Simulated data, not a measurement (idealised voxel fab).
This is a process module. Its name is voxel capacitor over wiring.
Displayed cross-section: cut, width of 215 nm, square cells sized 5 nm.
Just so we're on the same page, the cross-sections are grids of square cells, and they're listed out in bands top to bottom, each band one or more rows deep. For a band, the entry starts with two heights in nm, that of the top and then that of the bottom, and carries on with the band's materials in order from left to right, each alongside its width in nm; the word "full width" beside a single material means it fills the band edge to edge, and "empty" means empty space. Counting heights begins at 0, where everything beneath is, in the wafer as received, one material. The lowest band has no bottom; it goes on downwards, as "from 0 down" shows. The two numbers in a width such as "30->40" mark its ends across the band: the first belongs to the top row of cells, the second to the bottom row, and from each row to the next the width moves by the same amount. Step note "nothing was modified" = no cross-section cell changed. "Closed cavity list" - sealed voids, min. 8 cells, no opening to top; format: width x height at distance (distance from left edge; nm throughout). Where a step's line continues beyond its settings, the continuation is a remark by the simulator itself on that step. What "overlay nm" on a step's line means: if the step has a mask, that mask lay this far to the right of its planned place, or, when the value is negative, to the left.
**Intended process steps**
1,RECEIVE, material Si
2,CONFORMAL_DEP, material SiO2, thk nm 15
3,CONFORMAL_DEP, material SiN, thk nm 5
4,DIRECTIONAL_DEP, material SiO2, thk nm 25
5,PATTERN, tone open, mask id METAL_1, material resist, width nm 25, pitch nm 80, thk nm 15, overlay nm 0
6,DIRECTIONAL_ETCH, etch materials SiO2, depth nm 25
7,DIRECTIONAL_ETCH, etch materials SiN, depth nm 5
8,STRIP, etch materials resist
9,CONFORMAL_DEP, material TiN, thk nm 5
10,FILL_DEP, material W, thk nm 10
11,CMP, height nm 45
12,EPI, material Ru, thk nm 5
13,FILL_DEP, material SiCN, thk nm 5
14,DIRECTIONAL_DEP, material lowk, thk nm 15
15,PATTERN, tone open, mask id PLUG_1, material resist, width nm 15, thk nm 15, overlay nm 0
16,DIRECTIONAL_ETCH, etch materials lowk, depth nm 15
17,DIRECTIONAL_ETCH, etch materials SiCN, depth nm 5
18,STRIP, etch materials resist
19,EPI, material Ru, thk nm 10
20,EPI, material Ru, thk nm 10
21,DIRECTIONAL_DEP, material TiN, thk nm 5
22,DIRECTIONAL_DEP, material HfO2, thk nm 5
23,DIRECTIONAL_DEP, material TiN, thk nm 5
24,PATTERN, tone cover, mask id UPPER_PLATE, material resist, width nm 60, thk nm 20, overlay nm 0
25,DIRECTIONAL_ETCH, etch materials TiN, depth nm 5
26,DIRECTIONAL_ETCH, etch materials HfO2, depth nm 5
27,STRIP, etch materials resist
28,PATTERN, tone cover, mask id LOWER_PLATE, material resist, width nm 70, thk nm 20, overlay nm 0
29,DIRECTIONAL_ETCH, etch materials TiN, depth nm 5
30,STRIP, etch materials resist
31,FILL_DEP, material SiO2, thk nm 20
32,CMP, height nm 100
33,MASKED_ETCH, tone open, mask id PLUG_2, width nm 15, etch materials SiO2, depth nm 15, overlay nm 0
34,CONFORMAL_DEP, material TiN, thk nm 5
35,FILL_DEP, material Ru, thk nm 10
36,CMP, height nm 100
37,CONFORMAL_DEP, material SiCN, thk nm 5
**So, the first of our two wafers, run just as we planned it**
**Cross-section: wafer on arrival = after step 1**
  from 0 down = Si full width
  Closed cavity list: none
**After step 2, in cross-section**
  from 15 to 0 = SiO2 full width
  At heights below 0, the structure remains unaltered.
**After step 3, in cross-section**
  from 20 to 15 = SiN full width
  At heights below 15, the structure remains unaltered.
**After step 4, in cross-section**
  from 45 to 20 = SiO2 full width
  At heights below 20, the structure remains unaltered.
**After step 5, in cross-section**
  from 60 to 45 = resist 55 nm, empty 25 nm, resist 55 nm, empty 25 nm, resist 55 nm
  At heights below 45, the structure remains unaltered.
**After step 6, in cross-section**
  from 60 to 45 = resist 55 nm, empty 25 nm, resist 55 nm, empty 25 nm, resist 55 nm
  from 45 to 20 = SiO2 55 nm, empty 25 nm, SiO2 55 nm, empty 25 nm, SiO2 55 nm
  At heights below 20, the structure remains unaltered.
**After step 7, in cross-section**
  from 60 to 45 = resist 55 nm, empty 25 nm, resist 55 nm, empty 25 nm, resist 55 nm
  from 45 to 20 = SiO2 55 nm, empty 25 nm, SiO2 55 nm, empty 25 nm, SiO2 55 nm
  from 20 to 15 = SiN 55 nm, empty 25 nm, SiN 55 nm, empty 25 nm, SiN 55 nm
  At heights below 15, the structure remains unaltered.
**After step 8, in cross-section**
  from 45 to 20 = SiO2 55 nm, empty 25 nm, SiO2 55 nm, empty 25 nm, SiO2 55 nm
  At heights below 20, the structure remains unaltered.
**After step 9, in cross-section**
  from 50 to 45 = TiN 60 nm, empty 15 nm, TiN 65 nm, empty 15 nm, TiN 60 nm
  from 45 to 20 = SiO2 55 nm, TiN 5 nm, empty 15 nm, TiN 5 nm, SiO2 55 nm, TiN 5 nm, empty 15 nm, TiN 5 nm, SiO2 55 nm
  from 20 to 15 = SiN 55 nm, TiN 25 nm, SiN 55 nm, TiN 25 nm, SiN 55 nm
  At heights below 15, the structure remains unaltered.
**After step 10, in cross-section**
  from 60 to 50 = W full width
  from 50 to 45 = TiN 60 nm, W 15 nm, TiN 65 nm, W 15 nm, TiN 60 nm
  from 45 to 20 = SiO2 55 nm, TiN 5 nm, W 15 nm, TiN 5 nm, SiO2 55 nm, TiN 5 nm, W 15 nm, TiN 5 nm, SiO2 55 nm
  At heights below 20, the structure remains unaltered.
**After step 11, in cross-section**
  from 45 to 20 = SiO2 55 nm, TiN 5 nm, W 15 nm, TiN 5 nm, SiO2 55 nm, TiN 5 nm, W 15 nm, TiN 5 nm, SiO2 55 nm
  At heights below 20, the structure remains unaltered.
**After step 12, in cross-section**
  from 50 to 45 = empty 50 nm, Ru 35 nm, empty 45 nm, Ru 35 nm, empty 50 nm
  At heights below 45, the structure remains unaltered.
**After step 13, in cross-section**
  from 55 to 50 = SiCN full width
  from 50 to 45 = SiCN 50 nm, Ru 35 nm, SiCN 45 nm, Ru 35 nm, SiCN 50 nm
  At heights below 45, the structure remains unaltered.
**After step 14, in cross-section**
  from 70 to 55 = lowk full width
  At heights below 55, the structure remains unaltered.
**After step 15, in cross-section**
  from 85 to 70 = resist 65 nm, empty 15 nm, resist 135 nm
  At heights below 70, the structure remains unaltered.
**After step 16, in cross-section**
  from 85 to 70 = resist 65 nm, empty 15 nm, resist 135 nm
  from 70 to 55 = lowk 65 nm, empty 15 nm, lowk 135 nm
  At heights below 55, the structure remains unaltered.
**After step 17, in cross-section**
  from 85 to 70 = resist 65 nm, empty 15 nm, resist 135 nm
  from 70 to 55 = lowk 65 nm, empty 15 nm, lowk 135 nm
  from 55 to 50 = SiCN 65 nm, empty 15 nm, SiCN 135 nm
  At heights below 50, the structure remains unaltered.
**After step 18, in cross-section**
  from 70 to 55 = lowk 65 nm, empty 15 nm, lowk 135 nm
  At heights below 55, the structure remains unaltered.
**After step 19, in cross-section**
  from 70 to 60 = lowk 65 nm, empty 15 nm, lowk 135 nm
  from 60 to 55 = lowk 65 nm, Ru 15 nm, lowk 135 nm
  from 55 to 50 = SiCN 65 nm, Ru 15 nm, SiCN 135 nm
  At heights below 50, the structure remains unaltered.
**After step 20, in cross-section**
  from 70 to 55 = lowk 65 nm, Ru 15 nm, lowk 135 nm
  At heights below 55, the structure remains unaltered.
**After step 21, in cross-section**
  from 75 to 70 = TiN full width
  At heights below 70, the structure remains unaltered.
**After step 22, in cross-section**
  from 80 to 75 = HfO2 full width
  At heights below 75, the structure remains unaltered.
**After step 23, in cross-section**
  from 85 to 80 = TiN full width
  At heights below 80, the structure remains unaltered.
**After step 24, in cross-section**
  from 105 to 85 = empty 65 nm, resist 60 nm, empty 90 nm
  At heights below 85, the structure remains unaltered.
**After step 25, in cross-section**
  from 105 to 85 = empty 65 nm, resist 60 nm, empty 90 nm
  from 85 to 80 = empty 65 nm, TiN 60 nm, empty 90 nm
  At heights below 80, the structure remains unaltered.
**After step 26, in cross-section**
  from 105 to 85 = empty 65 nm, resist 60 nm, empty 90 nm
  from 85 to 80 = empty 65 nm, TiN 60 nm, empty 90 nm
  from 80 to 75 = empty 65 nm, HfO2 60 nm, empty 90 nm
  At heights below 75, the structure remains unaltered.
**After step 27, in cross-section**
  from 85 to 80 = empty 65 nm, TiN 60 nm, empty 90 nm
  At heights below 80, the structure remains unaltered.
**After step 28, in cross-section**
  from 105 to 85 = empty 60 nm, resist 70 nm, empty 85 nm
  from 85 to 80 = empty 60 nm, resist 5 nm, TiN 60 nm, resist 5 nm, empty 85 nm
  from 80 to 75 = empty 60 nm, resist 5 nm, HfO2 60 nm, resist 5 nm, empty 85 nm
  At heights below 75, the structure remains unaltered.
**After step 29, in cross-section**
  from 105 to 85 = empty 60 nm, resist 70 nm, empty 85 nm
  from 85 to 80 = empty 60 nm, resist 5 nm, TiN 60 nm, resist 5 nm, empty 85 nm
  from 80 to 75 = empty 60 nm, resist 5 nm, HfO2 60 nm, resist 5 nm, empty 85 nm
  from 75 to 70 = empty 60 nm, TiN 70 nm, empty 85 nm
  At heights below 70, the structure remains unaltered.
**After step 30, in cross-section**
  from 85 to 80 = empty 65 nm, TiN 60 nm, empty 90 nm
  from 80 to 75 = empty 65 nm, HfO2 60 nm, empty 90 nm
  At heights below 75, the structure remains unaltered.
**After step 31, in cross-section**
  from 105 to 85 = SiO2 full width
  from 85 to 80 = SiO2 65 nm, TiN 60 nm, SiO2 90 nm
  from 80 to 75 = SiO2 65 nm, HfO2 60 nm, SiO2 90 nm
  from 75 to 70 = SiO2 60 nm, TiN 70 nm, SiO2 85 nm
  At heights below 70, the structure remains unaltered.
**After step 32, in cross-section**
  from 100 to 85 = SiO2 full width
  At heights below 85, the structure remains unaltered.
**After step 33, in cross-section**
  from 100 to 85 = SiO2 75 nm, empty 15 nm, SiO2 125 nm
  At heights below 85, the structure remains unaltered.
**After step 34, in cross-section**
  from 105 to 100 = TiN 80 nm, empty 5 nm, TiN 130 nm
  from 100 to 90 = SiO2 75 nm, TiN 5 nm, empty 5 nm, TiN 5 nm, SiO2 125 nm
  from 90 to 80 = SiO2 75->65 nm, TiN 15->60 nm, SiO2 125->90 nm
  At heights below 80, the structure remains unaltered.
**After step 35, in cross-section**
  from 115 to 105 = Ru full width
  from 105 to 100 = TiN 80 nm, Ru 5 nm, TiN 130 nm
  from 100 to 90 = SiO2 75 nm, TiN 5 nm, Ru 5 nm, TiN 5 nm, SiO2 125 nm
  At heights below 90, the structure remains unaltered.
**After step 36, in cross-section**
  from 100 to 90 = SiO2 75 nm, TiN 5 nm, Ru 5 nm, TiN 5 nm, SiO2 125 nm
  At heights below 90, the structure remains unaltered.
**After step 37, in cross-section**
  from 105 to 100 = SiCN full width
  At heights below 100, the structure remains unaltered.
**Second of two: same start, same plan, one run error; steps up to and including 23 match the first**
**X-section, second wafer, when step 24 was due to finish**
  from 105 to 85 = resist 65 nm, empty 60 nm, resist 90 nm
  At heights below 85, the structure remains unaltered.
**X-section, second wafer, when step 25 was due to finish**
  from 105 to 85 = resist 65 nm, empty 60 nm, resist 90 nm
  from 85 to 80 = TiN 65 nm, empty 60 nm, TiN 90 nm
  At heights below 80, the structure remains unaltered.
**X-section, second wafer, when step 26 was due to finish**
  from 105 to 85 = resist 65 nm, empty 60 nm, resist 90 nm
  from 85 to 80 = TiN 65 nm, empty 60 nm, TiN 90 nm
  from 80 to 75 = HfO2 65 nm, empty 60 nm, HfO2 90 nm
  At heights below 75, the structure remains unaltered.
**X-section, second wafer, when step 27 was due to finish**
  from 85 to 80 = TiN 65 nm, empty 60 nm, TiN 90 nm
  At heights below 80, the structure remains unaltered.
**X-section, second wafer, when step 28 was due to finish**
  from 105 to 85 = empty 60 nm, resist 70 nm, empty 85 nm
  from 85 to 80 = TiN 65 nm, resist 60 nm, TiN 90 nm
  from 80 to 75 = HfO2 65 nm, resist 60 nm, HfO2 90 nm
  At heights below 75, the structure remains unaltered.
**X-section, second wafer, when step 29 was due to finish**
  from 105 to 85 = empty 60 nm, resist 70 nm, empty 85 nm
  from 85 to 80 = empty 60 nm, TiN 5 nm, resist 60 nm, TiN 5 nm, empty 85 nm
  At heights below 80, the structure remains unaltered.
**X-section, second wafer, when step 30 was due to finish**
  from 85 to 80 = empty 60 nm, TiN 5 nm, empty 60 nm, TiN 5 nm, empty 85 nm
  from 80 to 75 = HfO2 65 nm, empty 60 nm, HfO2 90 nm
  At heights below 75, the structure remains unaltered.
**X-section, second wafer, when step 31 was due to finish**
  from 105 to 85 = SiO2 full width
  from 85 to 80 = SiO2 60 nm, TiN 5 nm, SiO2 60 nm, TiN 5 nm, SiO2 85 nm
  from 80 to 75 = HfO2 65 nm, SiO2 60 nm, HfO2 90 nm
  At heights below 75, the structure remains unaltered.
**X-section, second wafer, when step 32 was due to finish**
  from 100 to 85 = SiO2 full width
  At heights below 85, the structure remains unaltered.
**X-section, second wafer, when step 33 was due to finish**
  from 100 to 85 = SiO2 75 nm, empty 15 nm, SiO2 125 nm
  At heights below 85, the structure remains unaltered.
**X-section, second wafer, when step 34 was due to finish**
  from 105 to 100 = TiN 80 nm, empty 5 nm, TiN 130 nm
  from 100 to 90 = SiO2 75 nm, TiN 5 nm, empty 5 nm, TiN 5 nm, SiO2 125 nm
  from 90 to 85 = SiO2 75 nm, TiN 15 nm, SiO2 125 nm
  At heights below 85, the structure remains unaltered.
**X-section, second wafer, when step 35 was due to finish**
  from 115 to 105 = Ru full width
  from 105 to 100 = TiN 80 nm, Ru 5 nm, TiN 130 nm
  from 100 to 90 = SiO2 75 nm, TiN 5 nm, Ru 5 nm, TiN 5 nm, SiO2 125 nm
  At heights below 90, the structure remains unaltered.
**X-section, second wafer, when step 36 was due to finish**
  from 100 to 90 = SiO2 75 nm, TiN 5 nm, Ru 5 nm, TiN 5 nm, SiO2 125 nm
  At heights below 90, the structure remains unaltered.
**X-section, second wafer, when step 37 was due to finish**
  from 105 to 100 = SiCN full width
  At heights below 100, the structure remains unaltered.
Here's what went sideways: note that step 24 departed from the planned setting and was carried out as PATTERN, tone open, mask id UPPER_PLATE, material resist, width nm 60, thk nm 20, overlay nm 0
End of process, cell counts, second wafer against first, materials with more or fewer: +19 HfO2 | -38 SiO2 | +19 TiN
